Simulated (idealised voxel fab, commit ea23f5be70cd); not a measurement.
Herein follows the process module entitled voxel ribs on slabs.
Shown is cross-section cut, with a width of 270 nm and square cells of size 5 nm.
How to read a cross-section here: the picture is a grid of square cells, written as bands going from the top down, and any band can span one or more rows of cells. For a band, the entry starts with two heights in nm, that of the top and then that of the bottom, and carries on with the band's materials in order from left to right, each alongside its width in nm; the word "edge to edge" beside a single material means it fills the band edge to edge, and "blank" means empty space. Heights are expressed relative to 0, this being the level below which the as-received wafer comprises one material exclusively. The lowest band is unbounded in the downward direction and is denoted as in "top 0, no bottom". With a width like "30 to 40", each row of cells in the band differs from the next by the same amount, the top row carrying the first number and the bottom row the second. The designation "no alterations made", where it is given for a processing step, indicates that no cell of the cross-section was altered in the course of that step. "Sealed internal cavities" enumerates empty spaces isolated from the top, with no open way to it, that contain at least 8 cells, giving each as width x height at distance from the left edge, all three in nm. Anything after a step's settings on that line? It's the simulator's own note about the step. The setting "overlay nm" may be written on the line of a step. When the step uses a mask, the value reports how far to the right of the planned place the mask lay, and a negative value reports that it lay to the left.

## Intended process steps
1,RECEIVE,material Si
2,DIRECTIONAL_DEP,material SiO2,thk nm 20
3,DIRECTIONAL_DEP,material polySi,thk nm 15
4,MASKED_ETCH,tone cover,mask id RIB,width nm 20,etch materials polySi,depth nm 5,overlay nm 0
5,DIRECTIONAL_DEP,material aC,thk nm 10
6,PATTERN,tone cover,mask id SLAB,material resist,width nm 50,thk nm 25,overlay nm 0
7,DIRECTIONAL_ETCH,etch materials aC,depth nm 10
8,STRIP,etch materials resist
9,DIRECTIONAL_ETCH,etch materials polySi,depth nm 10
10,STRIP,etch materials aC
11,FILL_DEP,material SiO2,thk nm 25
12,CMP,height nm 50
13,DIRECTIONAL_DEP,material W,thk nm 5
14,DIRECTIONAL_DEP,material aC,thk nm 10
15,PATTERN,tone cover,mask id HEATER,material resist,width nm 30,thk nm 30,overlay nm 0
16,DIRECTIONAL_ETCH,etch materials aC,depth nm 10
17,STRIP,etch materials resist
18,DIRECTIONAL_ETCH,etch materials W,depth nm 5
19,STRIP,etch materials aC
20,CONFORMAL_DEP,material SiN,thk nm 10

## This is the cross-section of the wafer as we received it, i.e. after step 1
top 0, no bottom  Si edge to edge
Sealed internal cavities: none

## Module complete, cross-section. Starting point and plan per above. One mistake made in running the module
top 65, bottom 60  blank: 110 / SiN: 50 / blank: 110
top 60, bottom 55  SiN edge to edge
top 55, bottom 50  SiN: 120 / W: 30 / SiN: 120
top 50, bottom 35  SiO2 edge to edge
top 35, bottom 20  SiN edge to edge
top 20, bottom 0  SiO2 edge to edge
top 0, no bottom  Si edge to edge
Sealed internal cavities: none
The plan and the run diverged here: step 3 was run on a setting that differed from the plan, and what really ran there is DIRECTIONAL_DEP,material SiN,thk nm 15
